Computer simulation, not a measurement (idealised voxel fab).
Process module under the name voxel tone inversion
Square cells of 5 nm make up the cross-section cut, whose width is 165 nm.
Notation: cross-section as square-cell grid; stated in bands, top first, going down; one or more cell rows per band.
Band: top height; bottom height; in nm. Then, left to right: material with width in nm, for each material. "everywhere": a single material spanning edge to edge. "empty": empty space.
The reference from which all heights are counted is 0, the level beneath which the as-received wafer is entirely one material; the lowest band, having no lower bound, proceeds downward and is written after the example "0 nm and below".
It should be noted that a width expressed as "30->40" varies in equal increments from row to row of cells within the band, taking the value of the first number at the top row and that of the second number at the bottom row.
"no alterations made" means the step left every cell of the cross-section as it was.
You'll see "Enclosed internal voids" listing empty spaces that have no way open to the top, as long as they're 8 cells or more; the notation is width x height at distance, where the distance is from the left edge, and all of it is in nm.
If you see something after the settings on a step's line, that's the simulator's own remark about that step.
What "overlay nm" on a step's line means: if the step has a mask, that mask lay this far to the right of its planned place, or, when the value is negative, to the left.

Intended process steps:
1. RECEIVE,material Si
2. CONFORMAL_DEP,material SiN,thk nm 5
3. DIRECTIONAL_DEP,material aC,thk nm 20
4. PATTERN,tone cover,mask id POSTS,material resist,width nm 15,pitch nm 30,thk nm 30,overlay nm 0
5. DIRECTIONAL_ETCH,etch materials aC,depth nm 20
6. STRIP,etch materials resist
7. FILL_DEP,material lowk,thk nm 5
8. CMP,height nm 25
9. STRIP,etch materials aC

Cross-section of the incoming wafer, state after step 1:
    0 nm and below: Si everywhere
    Enclosed internal voids: none

End state of the module in cross-section, given the above starting point and plan and one mistake in execution:
    15 nm to 5 nm: lowk: 30, empty: 15, lowk: 15, empty: 15, lowk: 15, empty: 15, lowk: 15, empty: 15, lowk: 30
    5 nm to 0 nm: SiN everywhere
    0 nm and below: Si everywhere
    Enclosed internal voids: none
The plan and the run diverged here: planned and actual differ for step 8; actual: CMP,height nm 15
